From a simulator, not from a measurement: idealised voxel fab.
process module | voxel transistor to metal
cross-section cut | 160 nm wide | cells 5 nm
A cross-section is a grid of square cells, given in bands from the top down. A band is one or more rows of cells.
Each band's line starts with the height of the band's top and of its bottom, in nm. Then come its materials from left to right, each with its width in nm. One material with "throughout" fills the band from edge to edge. "air" is empty space.
Height 0 is the level under which the wafer as received is all one material. The lowest band goes on downwards, as in "0 down".
A width such as "30 to 40" changes by the same amount from each row of cells to the next, from the band's top row to its bottom row.
"no change" after a step means that no cell of the cross-section changed.
closed voids: empty space of 8 cells or more with no open way to the top, each as width x height at its distance from the left edge, in nm
after a step's settings: what the simulator itself notes on the step
overlay nm, on a step with a mask: how far to the right of its planned place the mask lay; to the left if negative
plan
1 op RECEIVE | material Si
2 op OXIDIZE | depth nm 5
3 op CONFORMAL_DEP | material SiN | thk nm 10
4 op DIRECTIONAL_DEP | material aC | thk nm 10
5 op PATTERN | tone cover | mask id ACTIVE | material resist | width nm 120 | thk nm 25 | overlay nm 0
6 op DIRECTIONAL_ETCH | etch materials aC | depth nm 10
7 op STRIP | etch materials resist
8 op DIRECTIONAL_ETCH | etch materials SiN | depth nm 10
9 op DIRECTIONAL_ETCH | etch materials SiO2 | depth nm 5
10 op DIRECTIONAL_ETCH | etch materials Si | depth nm 20
11 op STRIP | etch materials aC
12 op OXIDIZE | depth nm 5
13 op FILL_DEP | material SiO2 | thk nm 5
14 op CMP | height nm 10
15 op SELECTIVE_ETCH | etch materials SiO2 | depth nm 5
16 op STRIP | etch materials SiN
17 op SELECTIVE_ETCH | etch materials SiO2 | depth nm 5
18 op OXIDIZE | depth nm 5
19 op DIRECTIONAL_DEP | material polySi | thk nm 30
20 op DIRECTIONAL_DEP | material SiCN | thk nm 10
21 op PATTERN | tone cover | mask id GATE | material resist | width nm 20 | thk nm 15 | overlay nm 0
22 op DIRECTIONAL_ETCH | etch materials SiCN | depth nm 20
23 op DIRECTIONAL_ETCH | etch materials polySi | depth nm 40
24 op STRIP | etch materials resist
25 op CONFORMAL_DEP | material SiN | thk nm 10
26 op DIRECTIONAL_ETCH | etch materials SiN | depth nm 10
27 op DIRECTIONAL_ETCH | etch materials SiO2 | depth nm 5
28 op EPI | material nSi | thk nm 5
29 op FILL_DEP | material SiO2 | thk nm 5
30 op CMP | height nm 35
31 op DIRECTIONAL_DEP | material SiO2 | thk nm 15
32 op MASKED_ETCH | tone open | mask id CONTACT | width nm 35 | pitch nm 65 | etch materials SiO2 | depth nm 55 | overlay nm 0
33 op CONFORMAL_DEP | material TiN | thk nm 5
34 op FILL_DEP | material Ru | thk nm 10
35 op CMP | height nm 50
36 op CONFORMAL_DEP | material SiN | thk nm 5
37 op DIRECTIONAL_DEP | material SiO2 | thk nm 25
38 op DIRECTIONAL_DEP | material aC | thk nm 15
39 op PATTERN | tone open | mask id METAL_1 | material resist | width nm 20 | pitch nm 80 | thk nm 30 | overlay nm 0
40 op DIRECTIONAL_ETCH | etch materials aC | depth nm 15
41 op STRIP | etch materials resist
42 op DIRECTIONAL_ETCH | etch materials SiO2 | depth nm 25
43 op DIRECTIONAL_ETCH | etch materials SiN | depth nm 5
44 op STRIP | etch materials aC
45 op CONFORMAL_DEP | material TiN | thk nm 5
46 op FILL_DEP | material W | thk nm 5
47 op CMP | height nm 80
48 op CONFORMAL_DEP | material SiN | thk nm 5
as received, after step 1
  0 down: Si throughout
  closed voids: none
first wafer at the end, as planned
  85 to 80: SiN throughout
  80 to 55: SiO2 30 | TiN 5 | W 10 | TiN 5 | SiO2 60 | TiN 5 | W 10 | TiN 5 | SiO2 30
  55 to 50: SiN 30 | TiN 20 | SiN 60 | TiN 20 | SiN 30
  50 to 40: SiO2 30 | TiN 5 | Ru 25 | TiN 5 | SiO2 30 | TiN 5 | Ru 25 | TiN 5 | SiO2 30
  40 to 35: SiO2 30 | TiN 5 | Ru 20 | TiN 10 | SiO2 30 | TiN 10 | Ru 20 | TiN 5 | SiO2 30
  35 to 25: SiO2 30 | TiN 5 | Ru 20 | TiN 5 | SiN 10 | SiCN 20 | SiN 10 | TiN 5 | Ru 20 | TiN 5 | SiO2 30
  25 to 0: SiO2 30 | TiN 5 | Ru 20 | TiN 5 | SiN 10 | polySi 20 | SiN 10 | TiN 5 | Ru 20 | TiN 5 | SiO2 30
  0 to -5: SiO2 15 | SiN 10 | SiO2 5 | TiN 30 | SiN 10 | polySi 20 | SiN 10 | TiN 30 | SiO2 5 | SiN 10 | SiO2 15
  -5 to -10: SiO2 25 | nSi 35 | SiO2 40 | nSi 35 | SiO2 25
  -10 to -30: SiO2 25 | Si 110 | SiO2 25
  -30 down: Si throughout
  closed voids: none
second wafer at the end: like start, like plan, one mistake
  85 to 80: SiN throughout
  80 to 70: SiO2 30 | TiN 5 | W 10 | TiN 5 | SiO2 60 | TiN 5 | W 10 | TiN 5 | SiO2 30
  70 to 65: SiN 30 | TiN 20 | SiN 60 | TiN 20 | SiN 30
  65 to 55: Ru throughout
  55 to 50: TiN 35 | Ru 25 | TiN 40 | Ru 25 | TiN 35
  50 to 40: SiO2 30 | TiN 5 | Ru 25 | TiN 5 | SiO2 30 | TiN 5 | Ru 25 | TiN 5 | SiO2 30
  40 to 35: SiO2 30 | TiN 5 | Ru 20 | TiN 10 | SiO2 30 | TiN 10 | Ru 20 | TiN 5 | SiO2 30
  35 to 25: SiO2 30 | TiN 5 | Ru 20 | TiN 5 | SiN 10 | SiCN 20 | SiN 10 | TiN 5 | Ru 20 | TiN 5 | SiO2 30
  25 to 0: SiO2 30 | TiN 5 | Ru 20 | TiN 5 | SiN 10 | polySi 20 | SiN 10 | TiN 5 | Ru 20 | TiN 5 | SiO2 30
  0 to -5: SiO2 15 | SiN 10 | SiO2 5 | TiN 30 | SiN 10 | polySi 20 | SiN 10 | TiN 30 | SiO2 5 | SiN 10 | SiO2 15
  -5 to -10: SiO2 25 | nSi 35 | SiO2 40 | nSi 35 | SiO2 25
  -10 to -30: SiO2 25 | Si 110 | SiO2 25
  -30 down: Si throughout
  closed voids: none
what went wrong: step 35 was left out
at the end the second wafer has, in cells: 74 more of Ru | 72 fewer of SiO2 | 10 more of TiN | 12 fewer of W
